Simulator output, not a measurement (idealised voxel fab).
Module name: voxel quadruple lines (process module)
Pictured: cross-section cut, 255 nm wide, on a grid of 5 nm square cells.
Heads up, the way a cross-section reads in here is a grid of square cells, handed over as bands from the top down, with every band being one or more rows of cells. For a band, the entry starts with two heights in nm, that of the top and then that of the bottom, and carries on with the band's materials in order from left to right, each alongside its width in nm; the word "edge to edge" beside a single material means it fills the band edge to edge, and "air" means empty space. Height 0 is the level under which the wafer as received is all one material. The lowest band goes on downwards, as in "0 and below". When a width is written as two numbers, as in "30 to 40", the first number is the width in the top row of cells of the band and the second is the width in its bottom row, and the width changes by the same amount from each row to the next. Key: "all unchanged" - step with no changed cell in the cross-section. The list in "Internal closed voids" covers empty spaces of 8 cells or more that cannot reach the top through any open way, and it gives each as width x height at distance; the distance is from the left edge, and width, height and distance are in nm. What comes after the settings on a step's line is commentary from the simulator itself on that step. On any step carrying a mask, the "overlay nm" setting, if present on the step's line, tells how far right of its planned place the mask lay; negative values point to the left.

# Steps planned for the process
1: RECEIVE (material Si)
2: CONFORMAL_DEP (material Al2O3; thk nm 5)
3: DIRECTIONAL_DEP (material W; thk nm 15)
4: DIRECTIONAL_DEP (material polySi; thk nm 20)
5: DIRECTIONAL_DEP (material aC; thk nm 20)
6: PATTERN (tone cover; mask id MANDREL; material resist; width nm 20; pitch nm 60; thk nm 25; overlay nm 0)
7: DIRECTIONAL_ETCH (etch materials aC; depth nm 20)
8: STRIP (etch materials resist)
9: CONFORMAL_DEP (material SiO2; thk nm 10)
10: DIRECTIONAL_ETCH (etch materials SiO2; depth nm 10)
11: STRIP (etch materials aC)
12: DIRECTIONAL_ETCH (etch materials polySi; depth nm 20)
13: STRIP (etch materials SiO2)
14: CONFORMAL_DEP (material SiN; thk nm 5)
15: DIRECTIONAL_ETCH (etch materials SiN; depth nm 5)
16: STRIP (etch materials polySi)
17: DIRECTIONAL_ETCH (etch materials W; depth nm 15)
18: STRIP (etch materials SiN)
19: FILL_DEP (material lowk; thk nm 5)
20: CMP (height nm 20)

# As-received wafer cross-section (after step 1)
	0 and below | Si edge to edge
	Internal closed voids: none

# Same starting wafer, same plan as above, one mistake in the execution; this is the cross-section at the end of the module
	20 down to 5 | lowk edge to edge
	5 down to 0 | Al2O3 edge to edge
	0 and below | Si edge to edge
	Internal closed voids: none
Deviation from plan: step 3 went in with a setting other than planned; the actual run was DIRECTIONAL_DEP (material lowk; thk nm 15)
